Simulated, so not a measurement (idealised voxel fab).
Name of the process module below: voxel capacitor over wiring
Xsec cut, 245 nm wide, square cell size 5 nm.
In what follows, cross-sections appear as grids of square cells, described through bands that run from the top down, where every band is one or more rows of cells. This entry defines a band. It first specifies the height of the band's top and the height of its bottom in nm, and then specifies the band's materials from left to right, stating each material with its width in nm. The word "throughout" identifies a single material that fills the band from edge to edge, while the word "empty" identifies empty space. Heights are expressed relative to 0, this being the level below which the as-received wafer comprises one material exclusively. The lowest band is unbounded in the downward direction and is denoted as in "0..down". With a width like "30->40", each row of cells in the band differs from the next by the same amount, the top row carrying the first number and the bottom row the second. For the purposes of this document, the phrase "no modification" attached to a step denotes that no cell within the cross-section was modified by that step. The label "Sealed-off cavities" introduces a list of the empty spaces, 8 cells or larger, that have no open way up to the top; each entry in it reads width x height at distance, where the distance is taken from the left edge and all three are stated in nm. Text after the settings on a step's line: the simulator's own remark on that step. overlay nm: how far to the right of its planned place the mask lay on this masked step (negative: to the left).

# This section lists the process steps that were planned
1: op RECEIVE | material Si
2: op CONFORMAL_DEP | material SiO2 | thk nm 15
3: op DIRECTIONAL_DEP | material TiN | thk nm 5
4: op DIRECTIONAL_DEP | material Ru | thk nm 15
5: op DIRECTIONAL_DEP | material aC | thk nm 10
6: op PATTERN | tone cover | mask id METAL_1 | material resist | width nm 25 | pitch nm 85 | thk nm 30 | overlay nm 0
7: op DIRECTIONAL_ETCH | etch materials aC | depth nm 10
8: op STRIP | etch materials resist
9: op DIRECTIONAL_ETCH | etch materials Ru | depth nm 15
10: op DIRECTIONAL_ETCH | etch materials TiN | depth nm 5
11: op STRIP | etch materials aC
12: op FILL_DEP | material SiO2 | thk nm 5
13: op CMP | height nm 35
14: op CONFORMAL_DEP | material SiCN | thk nm 5
15: op DIRECTIONAL_DEP | material SiO2 | thk nm 20
16: op PATTERN | tone open | mask id PLUG_1 | material resist | width nm 15 | thk nm 20 | overlay nm 0
17: op DIRECTIONAL_ETCH | etch materials SiO2 | depth nm 20
18: op DIRECTIONAL_ETCH | etch materials SiCN | depth nm 5
19: op STRIP | etch materials resist
20: op CONFORMAL_DEP | material TiN | thk nm 5
21: op FILL_DEP | material Ru | thk nm 5
22: op CMP | height nm 60
23: op DIRECTIONAL_DEP | material TiN | thk nm 5
24: op DIRECTIONAL_DEP | material SiN | thk nm 5
25: op DIRECTIONAL_DEP | material TiN | thk nm 5
26: op PATTERN | tone cover | mask id UPPER_PLATE | material resist | width nm 65 | thk nm 15 | overlay nm 0
27: op DIRECTIONAL_ETCH | etch materials TiN | depth nm 5
28: op DIRECTIONAL_ETCH | etch materials SiN | depth nm 5
29: op STRIP | etch materials resist
30: op MASKED_ETCH | tone cover | mask id LOWER_PLATE | width nm 75 | etch materials TiN | depth nm 5 | overlay nm 0
31: op FILL_DEP | material SiO2 | thk nm 20
32: op CMP | height nm 90
33: op MASKED_ETCH | tone open | mask id PLUG_2 | width nm 15 | etch materials SiO2 | depth nm 15 | overlay nm 0
34: op CONFORMAL_DEP | material TiN | thk nm 5
35: op FILL_DEP | material Cu | thk nm 5
36: op CMP | height nm 90
37: op CONFORMAL_DEP | material SiN | thk nm 5

# Cross-sectional view of the wafer in its as-received condition, corresponding to the state after step 1
0..down = Si throughout
Sealed-off cavities: none

# Final wafer profile in cross-section after the module, from the same start and plan as above, with one mistake made during processing
95..90 = SiN throughout
90..80 = SiO2: 85 | TiN: 5 | Cu: 5 | TiN: 5 | SiO2: 145
80..75 = SiO2: 85 | TiN: 15 | SiO2: 145
75..70 = SiO2: 70 | TiN: 5 | SiO2: 65 | TiN: 5 | SiO2: 100
70..65 = SiN: 75 | SiO2: 65 | SiN: 105
65..60 = TiN throughout
60..40 = SiO2: 75 | TiN: 5 | Ru: 5 | TiN: 5 | SiO2: 155
40..35 = SiCN: 75 | TiN: 15 | SiCN: 155
35..20 = SiO2: 65 | Ru: 25 | SiO2: 60 | Ru: 25 | SiO2: 70
20..15 = SiO2: 65 | TiN: 25 | SiO2: 60 | TiN: 25 | SiO2: 70
15..0 = SiO2 throughout
0..down = Si throughout
Sealed-off cavities: none
Deviation noted in wafer processing: step 26 ran differently from the plan; actual operation with settings: op PATTERN | tone open | mask id UPPER_PLATE | material resist | width nm 65 | thk nm 15 | overlay nm 0
